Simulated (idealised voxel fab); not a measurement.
process module | voxel self aligned vias
cross-section cut | 185 nm wide | cells 5 nm
A cross-section is a grid of square cells, given in bands from the top down. A band is one or more rows of cells.
Each band's line starts with the height of the band's top and of its bottom, in nm. Then come its materials from left to right, each with its width in nm. One material with "throughout" fills the band from edge to edge. "air" is empty space.
Height 0 is the level under which the wafer as received is all one material. The lowest band goes on downwards, as in "0 down".
A width such as "30 to 40" changes by the same amount from each row of cells to the next, from the band's top row to its bottom row.
"no change" after a step means that no cell of the cross-section changed.
closed voids: empty space of 8 cells or more with no open way to the top, each as width x height at its distance from the left edge, in nm
after a step's settings: what the simulator itself notes on the step
overlay nm, on a step with a mask: how far to the right of its planned place the mask lay; to the left if negative
plan
1 op RECEIVE | material Si
2 op CONFORMAL_DEP | material SiO2 | thk nm 15
3 op CONFORMAL_DEP | material SiCN | thk nm 5
4 op DIRECTIONAL_DEP | material lowk | thk nm 30
5 op DIRECTIONAL_DEP | material aC | thk nm 10
6 op PATTERN | tone open | mask id LINES | material resist | width nm 25 | pitch nm 55 | thk nm 30 | overlay nm 0
7 op DIRECTIONAL_ETCH | etch materials aC | depth nm 10
8 op STRIP | etch materials resist
9 op DIRECTIONAL_ETCH | etch materials lowk | depth nm 30
10 op STRIP | etch materials aC
11 op CONFORMAL_DEP | material TiN | thk nm 5
12 op FILL_DEP | material Ru | thk nm 5
13 op CMP | height nm 50
14 op SELECTIVE_ETCH | etch materials W Ru TiN | depth nm 5
15 op FILL_DEP | material SiN | thk nm 10
16 op CMP | height nm 50
17 op DIRECTIONAL_DEP | material lowk | thk nm 15
18 op PATTERN | tone open | mask id VIAS | material resist | width nm 35 | pitch nm 55 | thk nm 15 | overlay nm 0
19 op DIRECTIONAL_ETCH | etch materials lowk | depth nm 15
20 op DIRECTIONAL_ETCH | etch materials SiN | depth nm 5
21 op STRIP | etch materials resist
22 op CONFORMAL_DEP | material TiN | thk nm 5
23 op FILL_DEP | material W | thk nm 10
24 op CMP | height nm 65
25 op CONFORMAL_DEP | material SiCN | thk nm 5
first wafer, as planned
as received, after step 1
  0 down: Si throughout
  closed voids: none
after step 2
  15 to 0: SiO2 throughout
  below 0: unchanged
after step 3
  20 to 15: SiCN throughout
  below 15: unchanged
after step 4
  50 to 20: lowk throughout
  below 20: unchanged
after step 5
  60 to 50: aC throughout
  below 50: unchanged
after step 6
  90 to 60: resist 25 | air 25 | resist 30 | air 25 | resist 30 | air 25 | resist 25
  below 60: unchanged
after step 7
  80 to 60: resist 25 | air 25 | resist 30 | air 25 | resist 30 | air 25 | resist 25
  60 to 50: aC 25 | air 25 | aC 30 | air 25 | aC 30 | air 25 | aC 25
  below 50: unchanged
after step 8
  60 to 50: aC 25 | air 25 | aC 30 | air 25 | aC 30 | air 25 | aC 25
  below 50: unchanged
after step 9
  60 to 50: aC 25 | air 25 | aC 30 | air 25 | aC 30 | air 25 | aC 25
  50 to 20: lowk 25 | air 25 | lowk 30 | air 25 | lowk 30 | air 25 | lowk 25
  below 20: unchanged
after step 10
  50 to 20: lowk 25 | air 25 | lowk 30 | air 25 | lowk 30 | air 25 | lowk 25
  below 20: unchanged
after step 11
  55 to 50: TiN 30 | air 15 | TiN 40 | air 15 | TiN 40 | air 15 | TiN 30
  50 to 25: lowk 25 | TiN 5 | air 15 | TiN 5 | lowk 30 | TiN 5 | air 15 | TiN 5 | lowk 30 | TiN 5 | air 15 | TiN 5 | lowk 25
  25 to 20: lowk 25 | TiN 25 | lowk 30 | TiN 25 | lowk 30 | TiN 25 | lowk 25
  below 20: unchanged
after step 12
  60 to 55: Ru throughout
  55 to 50: TiN 30 | Ru 15 | TiN 40 | Ru 15 | TiN 40 | Ru 15 | TiN 30
  50 to 25: lowk 25 | TiN 5 | Ru 15 | TiN 5 | lowk 30 | TiN 5 | Ru 15 | TiN 5 | lowk 30 | TiN 5 | Ru 15 | TiN 5 | lowk 25
  below 25: unchanged
after step 13
  50 to 25: lowk 25 | TiN 5 | Ru 15 | TiN 5 | lowk 30 | TiN 5 | Ru 15 | TiN 5 | lowk 30 | TiN 5 | Ru 15 | TiN 5 | lowk 25
  below 25: unchanged
after step 14
  50 to 45: lowk 25 | air 25 | lowk 30 | air 25 | lowk 30 | air 25 | lowk 25
  below 45: unchanged
after step 15
  60 to 50: SiN throughout
  50 to 45: lowk 25 | SiN 25 | lowk 30 | SiN 25 | lowk 30 | SiN 25 | lowk 25
  below 45: unchanged
after step 16
  50 to 45: lowk 25 | SiN 25 | lowk 30 | SiN 25 | lowk 30 | SiN 25 | lowk 25
  below 45: unchanged
after step 17
  65 to 50: lowk throughout
  below 50: unchanged
after step 18
  80 to 65: resist 20 | air 35 | resist 20 | air 35 | resist 20 | air 35 | resist 20
  below 65: unchanged
after step 19
  80 to 65: resist 20 | air 35 | resist 20 | air 35 | resist 20 | air 35 | resist 20
  65 to 50: lowk 20 | air 35 | lowk 20 | air 35 | lowk 20 | air 35 | lowk 20
  below 50: unchanged
after step 20
  80 to 65: resist 20 | air 35 | resist 20 | air 35 | resist 20 | air 35 | resist 20
  65 to 50: lowk 20 | air 35 | lowk 20 | air 35 | lowk 20 | air 35 | lowk 20
  50 to 45: lowk 25 | air 25 | lowk 30 | air 25 | lowk 30 | air 25 | lowk 25
  below 45: unchanged
after step 21
  65 to 50: lowk 20 | air 35 | lowk 20 | air 35 | lowk 20 | air 35 | lowk 20
  below 50: unchanged
after step 22
  70 to 65: TiN 25 | air 25 | TiN 30 | air 25 | TiN 30 | air 25 | TiN 25
  65 to 55: lowk 20 | TiN 5 | air 25 | TiN 5 | lowk 20 | TiN 5 | air 25 | TiN 5 | lowk 20 | TiN 5 | air 25 | TiN 5 | lowk 20
  55 to 50: lowk 20 | TiN 10 | air 15 | TiN 10 | lowk 20 | TiN 10 | air 15 | TiN 10 | lowk 20 | TiN 10 | air 15 | TiN 10 | lowk 20
  50 to 45: lowk 25 | TiN 25 | lowk 30 | TiN 25 | lowk 30 | TiN 25 | lowk 25
  below 45: unchanged
after step 23
  80 to 70: W throughout
  70 to 65: TiN 25 | W 25 | TiN 30 | W 25 | TiN 30 | W 25 | TiN 25
  65 to 55: lowk 20 | TiN 5 | W 25 | TiN 5 | lowk 20 | TiN 5 | W 25 | TiN 5 | lowk 20 | TiN 5 | W 25 | TiN 5 | lowk 20
  55 to 50: lowk 20 | TiN 10 | W 15 | TiN 10 | lowk 20 | TiN 10 | W 15 | TiN 10 | lowk 20 | TiN 10 | W 15 | TiN 10 | lowk 20
  below 50: unchanged
after step 24
  65 to 55: lowk 20 | TiN 5 | W 25 | TiN 5 | lowk 20 | TiN 5 | W 25 | TiN 5 | lowk 20 | TiN 5 | W 25 | TiN 5 | lowk 20
  below 55: unchanged
after step 25
  70 to 65: SiCN throughout
  below 65: unchanged
second wafer: like start, like plan, one mistake. Through step 2 it matches the first wafer
when step 3 should have ended
  45 to 15: lowk throughout
  below 15: unchanged
when step 4 should have ended
  50 to 45: SiCN throughout
  below 45: unchanged
when step 5 should have ended
  60 to 50: aC throughout
  below 50: unchanged
when step 6 should have ended
  90 to 60: resist 25 | air 25 | resist 30 | air 25 | resist 30 | air 25 | resist 25
  below 60: unchanged
when step 7 should have ended
  80 to 60: resist 25 | air 25 | resist 30 | air 25 | resist 30 | air 25 | resist 25
  60 to 50: aC 25 | air 25 | aC 30 | air 25 | aC 30 | air 25 | aC 25
  below 50: unchanged
when step 8 should have ended
  60 to 50: aC 25 | air 25 | aC 30 | air 25 | aC 30 | air 25 | aC 25
  below 50: unchanged
when step 9 should have ended: no change
when step 10 should have ended
  50 to 45: SiCN throughout
  below 45: unchanged
when step 11 should have ended
  55 to 50: TiN throughout
  below 50: unchanged
when step 12 should have ended
  60 to 55: Ru throughout
  below 55: unchanged
when step 13 should have ended
  50 to 45: SiCN throughout
  below 45: unchanged
when step 14 should have ended: no change
when step 15 should have ended
  60 to 50: SiN throughout
  below 50: unchanged
when step 16 should have ended
  50 to 45: SiCN throughout
  below 45: unchanged
when step 17 should have ended
  65 to 50: lowk throughout
  below 50: unchanged
when step 18 should have ended
  80 to 65: resist 20 | air 35 | resist 20 | air 35 | resist 20 | air 35 | resist 20
  below 65: unchanged
when step 19 should have ended
  80 to 65: resist 20 | air 35 | resist 20 | air 35 | resist 20 | air 35 | resist 20
  65 to 50: lowk 20 | air 35 | lowk 20 | air 35 | lowk 20 | air 35 | lowk 20
  below 50: unchanged
when step 20 should have ended: no change
when step 21 should have ended
  65 to 50: lowk 20 | air 35 | lowk 20 | air 35 | lowk 20 | air 35 | lowk 20
  below 50: unchanged
when step 22 should have ended
  70 to 65: TiN 25 | air 25 | TiN 30 | air 25 | TiN 30 | air 25 | TiN 25
  65 to 55: lowk 20 | TiN 5 | air 25 | TiN 5 | lowk 20 | TiN 5 | air 25 | TiN 5 | lowk 20 | TiN 5 | air 25 | TiN 5 | lowk 20
  55 to 50: lowk 20 | TiN 35 | lowk 20 | TiN 35 | lowk 20 | TiN 35 | lowk 20
  below 50: unchanged
when step 23 should have ended
  80 to 70: W throughout
  70 to 65: TiN 25 | W 25 | TiN 30 | W 25 | TiN 30 | W 25 | TiN 25
  65 to 55: lowk 20 | TiN 5 | W 25 | TiN 5 | lowk 20 | TiN 5 | W 25 | TiN 5 | lowk 20 | TiN 5 | W 25 | TiN 5 | lowk 20
  below 55: unchanged
when step 24 should have ended
  65 to 55: lowk 20 | TiN 5 | W 25 | TiN 5 | lowk 20 | TiN 5 | W 25 | TiN 5 | lowk 20 | TiN 5 | W 25 | TiN 5 | lowk 20
  below 55: unchanged
when step 25 should have ended
  70 to 65: SiCN throughout
  below 65: unchanged
what went wrong: steps 3 and 4 were swapped
at the end the second wafer has, in cells: 36 fewer of Ru | 45 fewer of TiN | 9 fewer of W | 90 more of lowk
